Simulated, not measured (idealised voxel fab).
Process module in this document: voxel tone inversion
Each square cell in cross-section cut measures 5 nm, and the section as a whole is 225 nm wide.
In what follows, cross-sections appear as grids of square cells, described through bands that run from the top down, where every band is one or more rows of cells.
Read a band's entry like this: the first values are the height of its top and the height of its bottom in nm, and what follows is the sequence of materials from left to right, each with its width in nm. Note that "blank" is empty space, and that a single material marked "edge to edge" reaches across the band from edge to edge.
Heights are reckoned from 0. Under this level, the received wafer is all of one material. The bottommost band is open-ended downward, for example "z 0 and below".
A two-number width, for instance "30->40", indicates that the width is equal to the first number in the top row of the band and to the second number in the bottom row, and that it changes by a constant amount per row of cells.
Any step labelled "no alterations made" changed none of the cells in the cross-section.
In "closed voids" the enclosed voids are listed, meaning empty spaces of 8 cells or larger without any opening to the top. The form is width x height at distance, distance from the left edge, units nm.
Formally, on a step line, whatever follows the settings is a remark that the simulator itself makes on the step.
The "overlay nm" setting may appear on a step's line; for a step that uses a mask, it gives how far to the right of its planned position the mask lay, and a negative value indicates the left.
PROCESS STEPS FORESEEN IN THE PLAN
step 1: RECEIVE: material Si
step 2: CONFORMAL_DEP: material SiN, thk nm 5
step 3: DIRECTIONAL_DEP: material polySi, thk nm 20
step 4: PATTERN: tone cover, mask id POSTS, material resist, width nm 25, pitch nm 40, thk nm 30, overlay nm 0
step 5: DIRECTIONAL_ETCH: etch materials polySi, depth nm 20
step 6: STRIP: etch materials resist
step 7: FILL_DEP: material lowk, thk nm 10
step 8: CMP: height nm 25
step 9: STRIP: etch materials polySi
STEP 1 COMPLETE: CROSS-SECTION OF THE WAFER AS RECEIVED
z 0 and below: Si edge to edge
closed voids: none
ONE MISTAKE IN RUNNING THE MODULE, OTHERWISE START AND PLAN AS ABOVE: CROSS-SECTION AT THE END
z 25 to 20: SiN edge to edge
z 20 to 0: polySi edge to edge
z 0 and below: Si edge to edge
closed voids: none
Short version of what went wrong: plan steps 2 and 3 run swapped
